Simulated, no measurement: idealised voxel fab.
process module | voxel self aligned contacts
cross-section cut | 225 nm wide | cells 5 nm
A cross-section is a grid of square cells, given in bands from the top down. A band is one or more rows of cells.
Each band's line starts with the height of the band's top and of its bottom, in nm. Then come its materials from left to right, each with its width in nm. One material with "throughout" fills the band from edge to edge. "air" is empty space.
Height 0 is the level under which the wafer as received is all one material. The lowest band goes on downwards, as in "0 down".
A width such as "30 to 40" changes by the same amount from each row of cells to the next, from the band's top row to its bottom row.
"no change" after a step means that no cell of the cross-section changed.
closed voids: empty space of 8 cells or more with no open way to the top, each as width x height at its distance from the left edge, in nm
after a step's settings: what the simulator itself notes on the step
overlay nm, on a step with a mask: how far to the right of its planned place the mask lay; to the left if negative
plan
1 op RECEIVE | material Si
2 op OXIDIZE | depth nm 5
3 op DIRECTIONAL_DEP | material polySi | thk nm 30
4 op DIRECTIONAL_DEP | material SiN | thk nm 20
5 op PATTERN | tone cover | mask id GATE | material resist | width nm 35 | pitch nm 65 | thk nm 15 | overlay nm 0
6 op DIRECTIONAL_ETCH | etch materials SiN | depth nm 20
7 op DIRECTIONAL_ETCH | etch materials polySi | depth nm 30
8 op STRIP | etch materials resist
9 op CONFORMAL_DEP | material SiN | thk nm 5
10 op DIRECTIONAL_ETCH | etch materials SiN | depth nm 5
11 op FILL_DEP | material SiO2 | thk nm 15
12 op CMP | height nm 60
13 op DIRECTIONAL_DEP | material aC | thk nm 15
14 op PATTERN | tone open | mask id CONTACT | material resist | width nm 50 | pitch nm 65 | thk nm 30 | overlay nm 0
15 op DIRECTIONAL_ETCH | etch materials aC | depth nm 15
16 op STRIP | etch materials resist
17 op DIRECTIONAL_ETCH | etch materials SiO2 | depth nm 65
18 op STRIP | etch materials aC
19 op CONFORMAL_DEP | material TiN | thk nm 5
20 op FILL_DEP | material W | thk nm 10
21 op CMP | height nm 60
22 op CONFORMAL_DEP | material SiN | thk nm 5
first wafer, as planned
as received, after step 1
  0 down: Si throughout
  closed voids: none
after step 2
  0 to -5: SiO2 throughout
  below -5: unchanged
after step 3
  30 to 0: polySi throughout
  below 0: unchanged
after step 4
  50 to 30: SiN throughout
  below 30: unchanged
after step 5
  65 to 50: air 30 | resist 35 | air 30 | resist 35 | air 30 | resist 35 | air 30
  below 50: unchanged
after step 6
  65 to 50: air 30 | resist 35 | air 30 | resist 35 | air 30 | resist 35 | air 30
  50 to 30: air 30 | SiN 35 | air 30 | SiN 35 | air 30 | SiN 35 | air 30
  below 30: unchanged
after step 7
  65 to 50: air 30 | resist 35 | air 30 | resist 35 | air 30 | resist 35 | air 30
  50 to 30: air 30 | SiN 35 | air 30 | SiN 35 | air 30 | SiN 35 | air 30
  30 to 0: air 30 | polySi 35 | air 30 | polySi 35 | air 30 | polySi 35 | air 30
  below 0: unchanged
after step 8
  50 to 30: air 30 | SiN 35 | air 30 | SiN 35 | air 30 | SiN 35 | air 30
  below 30: unchanged
after step 9
  55 to 30: air 25 | SiN 45 | air 20 | SiN 45 | air 20 | SiN 45 | air 25
  30 to 5: air 25 | SiN 5 | polySi 35 | SiN 5 | air 20 | SiN 5 | polySi 35 | SiN 5 | air 20 | SiN 5 | polySi 35 | SiN 5 | air 25
  5 to 0: SiN 30 | polySi 35 | SiN 30 | polySi 35 | SiN 30 | polySi 35 | SiN 30
  below 0: unchanged
after step 10
  50 to 30: air 25 | SiN 45 | air 20 | SiN 45 | air 20 | SiN 45 | air 25
  30 to 0: air 25 | SiN 5 | polySi 35 | SiN 5 | air 20 | SiN 5 | polySi 35 | SiN 5 | air 20 | SiN 5 | polySi 35 | SiN 5 | air 25
  below 0: unchanged
after step 11
  65 to 50: SiO2 throughout
  50 to 30: SiO2 25 | SiN 45 | SiO2 20 | SiN 45 | SiO2 20 | SiN 45 | SiO2 25
  30 to 0: SiO2 25 | SiN 5 | polySi 35 | SiN 5 | SiO2 20 | SiN 5 | polySi 35 | SiN 5 | SiO2 20 | SiN 5 | polySi 35 | SiN 5 | SiO2 25
  below 0: unchanged
after step 12
  60 to 50: SiO2 throughout
  below 50: unchanged
after step 13
  75 to 60: aC throughout
  below 60: unchanged
after step 14
  105 to 75: resist 55 | air 50 | resist 15 | air 50 | resist 55
  below 75: unchanged
after step 15
  90 to 75: resist 55 | air 50 | resist 15 | air 50 | resist 55
  75 to 60: aC 55 | air 50 | aC 15 | air 50 | aC 55
  below 60: unchanged
after step 16
  75 to 60: aC 55 | air 50 | aC 15 | air 50 | aC 55
  below 60: unchanged
after step 17
  75 to 60: aC 55 | air 50 | aC 15 | air 50 | aC 55
  60 to 50: SiO2 55 | air 50 | SiO2 15 | air 50 | SiO2 55
  50 to 30: SiO2 25 | SiN 45 | air 20 | SiN 45 | air 20 | SiN 45 | SiO2 25
  30 to 0: SiO2 25 | SiN 5 | polySi 35 | SiN 5 | air 20 | SiN 5 | polySi 35 | SiN 5 | air 20 | SiN 5 | polySi 35 | SiN 5 | SiO2 25
  0 to -5: SiO2 70 | air 20 | SiO2 45 | air 20 | SiO2 70
  below -5: unchanged
after step 18
  60 to 50: SiO2 55 | air 50 | SiO2 15 | air 50 | SiO2 55
  below 50: unchanged
after step 19
  65 to 60: TiN 60 | air 40 | TiN 25 | air 40 | TiN 60
  60 to 50: SiO2 55 | TiN 5 to 20 | air 40 to 10 | TiN 5 to 20 | SiO2 15 | TiN 5 to 20 | air 40 to 10 | TiN 5 to 20 | SiO2 55
  50 to 30: SiO2 25 | SiN 45 | TiN 5 | air 10 | TiN 5 | SiN 45 | TiN 5 | air 10 | TiN 5 | SiN 45 | SiO2 25
  30 to 0: SiO2 25 | SiN 5 | polySi 35 | SiN 5 | TiN 5 | air 10 | TiN 5 | SiN 5 | polySi 35 | SiN 5 | TiN 5 | air 10 | TiN 5 | SiN 5 | polySi 35 | SiN 5 | SiO2 25
  0 to -5: SiO2 70 | TiN 20 | SiO2 45 | TiN 20 | SiO2 70
  below -5: unchanged
after step 20
  75 to 65: W throughout
  65 to 60: TiN 60 | W 40 | TiN 25 | W 40 | TiN 60
  60 to 50: SiO2 55 | TiN 5 to 20 | W 40 to 10 | TiN 5 to 20 | SiO2 15 | TiN 5 to 20 | W 40 to 10 | TiN 5 to 20 | SiO2 55
  50 to 30: SiO2 25 | SiN 45 | TiN 5 | W 10 | TiN 5 | SiN 45 | TiN 5 | W 10 | TiN 5 | SiN 45 | SiO2 25
  30 to 0: SiO2 25 | SiN 5 | polySi 35 | SiN 5 | TiN 5 | W 10 | TiN 5 | SiN 5 | polySi 35 | SiN 5 | TiN 5 | W 10 | TiN 5 | SiN 5 | polySi 35 | SiN 5 | SiO2 25
  below 0: unchanged
after step 21
  60 to 50: SiO2 55 | TiN 5 to 20 | W 40 to 10 | TiN 5 to 20 | SiO2 15 | TiN 5 to 20 | W 40 to 10 | TiN 5 to 20 | SiO2 55
  below 50: unchanged
after step 22
  65 to 60: SiN throughout
  below 60: unchanged
second wafer: like start, like plan, one mistake. Through step 13 it matches the first wafer
when step 14 should have ended
  105 to 75: air 55 | resist 50 | air 15 | resist 50 | air 55
  below 75: unchanged
when step 15 should have ended
  90 to 75: air 55 | resist 50 | air 15 | resist 50 | air 55
  75 to 60: air 55 | aC 50 | air 15 | aC 50 | air 55
  below 60: unchanged
when step 16 should have ended
  75 to 60: air 55 | aC 50 | air 15 | aC 50 | air 55
  below 60: unchanged
when step 17 should have ended
  75 to 60: air 55 | aC 50 | air 15 | aC 50 | air 55
  60 to 50: air 55 | SiO2 50 | air 15 | SiO2 50 | air 55
  50 to 30: air 25 | SiN 45 | SiO2 20 | SiN 45 | SiO2 20 | SiN 45 | air 25
  30 to 0: air 25 | SiN 5 | polySi 35 | SiN 5 | SiO2 20 | SiN 5 | polySi 35 | SiN 5 | SiO2 20 | SiN 5 | polySi 35 | SiN 5 | air 25
  0 to -5: air 25 | SiO2 175 | air 25
  below -5: unchanged
when step 18 should have ended
  60 to 50: air 55 | SiO2 50 | air 15 | SiO2 50 | air 55
  below 50: unchanged
when step 19 should have ended
  65 to 60: air 50 | TiN 60 | air 5 | TiN 60 | air 50
  60 to 55: air 50 | TiN 5 | SiO2 50 | TiN 5 | air 5 | TiN 5 | SiO2 50 | TiN 5 | air 50
  55 to 50: air 20 | TiN 35 | SiO2 50 | TiN 15 | SiO2 50 | TiN 35 | air 20
  50 to 30: air 20 | TiN 5 | SiN 45 | SiO2 20 | SiN 45 | SiO2 20 | SiN 45 | TiN 5 | air 20
  30 to 0: air 20 | TiN 5 | SiN 5 | polySi 35 | SiN 5 | SiO2 20 | SiN 5 | polySi 35 | SiN 5 | SiO2 20 | SiN 5 | polySi 35 | SiN 5 | TiN 5 | air 20
  0 to -5: TiN 25 | SiO2 175 | TiN 25
  below -5: unchanged
when step 20 should have ended
  75 to 65: W throughout
  65 to 60: W 50 | TiN 60 | W 5 | TiN 60 | W 50
  60 to 55: W 50 | TiN 5 | SiO2 50 | TiN 5 | W 5 | TiN 5 | SiO2 50 | TiN 5 | W 50
  55 to 50: W 20 | TiN 35 | SiO2 50 | TiN 15 | SiO2 50 | TiN 35 | W 20
  50 to 30: W 20 | TiN 5 | SiN 45 | SiO2 20 | SiN 45 | SiO2 20 | SiN 45 | TiN 5 | W 20
  30 to 0: W 20 | TiN 5 | SiN 5 | polySi 35 | SiN 5 | SiO2 20 | SiN 5 | polySi 35 | SiN 5 | SiO2 20 | SiN 5 | polySi 35 | SiN 5 | TiN 5 | W 20
  below 0: unchanged
when step 21 should have ended
  60 to 55: W 50 | TiN 5 | SiO2 50 | TiN 5 | W 5 | TiN 5 | SiO2 50 | TiN 5 | W 50
  below 55: unchanged
when step 22 should have ended
  65 to 60: SiN throughout
  below 60: unchanged
what went wrong: step 14 ran as: op PATTERN | tone cover | mask id CONTACT | material resist | width nm 50 | pitch nm 65 | thk nm 30 | overlay nm 0
at the end the second wafer has, in cells: 32 fewer of SiO2 | 17 fewer of TiN | 49 more of W
